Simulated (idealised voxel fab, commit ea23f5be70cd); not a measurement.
Documented hereafter: the process module known as voxel released beams.
Cross-section cut spans 275 nm and uses square cells 5 nm in size.
Cross-section = grid of square cells, listed top down in bands; band = one or more rows.
Look at the band entry: it leads with the top's height and the bottom's height in nm. Then it lists the materials left to right, with a width in nm for each. The word "full width" on a single material says that material fills the band edge to edge. The word "air" is empty space.
The reference from which all heights are counted is 0, the level beneath which the as-received wafer is entirely one material; the lowest band, having no lower bound, proceeds downward and is written after the example "0..down".
The width entry "30 to 40" should be interpreted row by row: the top row of cells in the band takes the first number, the bottom row takes the second number, and the change between adjacent rows is uniform throughout.
When a step is marked "stayed the same", none of the cells in the cross-section changed during that step.
Unvented cavities: empty space of 8 cells or more with no open way to the top, each as width x height at its distance from the left edge, in nm
What comes after the settings on a step's line is commentary from the simulator itself on that step.
Regarding "overlay nm": on a step with a mask, it is the distance the mask lay to the right of its planned place; a negative value places it to the left.

## Planned step list for the process
1) RECEIVE, material Si
2) CONFORMAL_DEP, material SiN, thk nm 5
3) DIRECTIONAL_DEP, material SiO2, thk nm 15
4) DIRECTIONAL_DEP, material aC, thk nm 15
5) PATTERN, tone open, mask id ANCHOR, material resist, width nm 35, thk nm 35, overlay nm 0
6) DIRECTIONAL_ETCH, etch materials aC, depth nm 15
7) STRIP, etch materials resist
8) DIRECTIONAL_ETCH, etch materials SiO2, depth nm 15
9) STRIP, etch materials aC
10) CONFORMAL_DEP, material W, thk nm 15
11) MASKED_ETCH, tone cover, mask id BEAM, width nm 90, etch materials W, depth nm 15, overlay nm 0
12) STRIP, etch materials SiO2

## Incoming wafer, cross-sectional view, post step 1
> 0..down | Si full width
> Unvented cavities: none

## Cross-section: first of two wafers, module finished, run according to plan
> 35..20 | air 90 / W 20 / air 5 / W 65 / air 95
> 20..5 | air 95 / W 35 / air 145
> 5..0 | SiN full width
> 0..down | Si full width
> Unvented cavities: none

## Cross-section, second wafer: same start as the first, same plan as the first, one mistake in running it; taken at the end of the module
> 45..30 | air 90 / W 90 / air 95
> 30..20 | W full width
> 20..5 | SiO2 95 / W 35 / SiO2 145
> 5..0 | SiN full width
> 0..down | Si full width
> Unvented cavities: none
What broke from the plan during processing? step 10 was processed under conditions differing from the plan, specifically as CONFORMAL_DEP, material W, thk nm 25
The closing comparison, in cells, has the second wafer with more or fewer of some materials than the first: SiO2 +144 | W +113
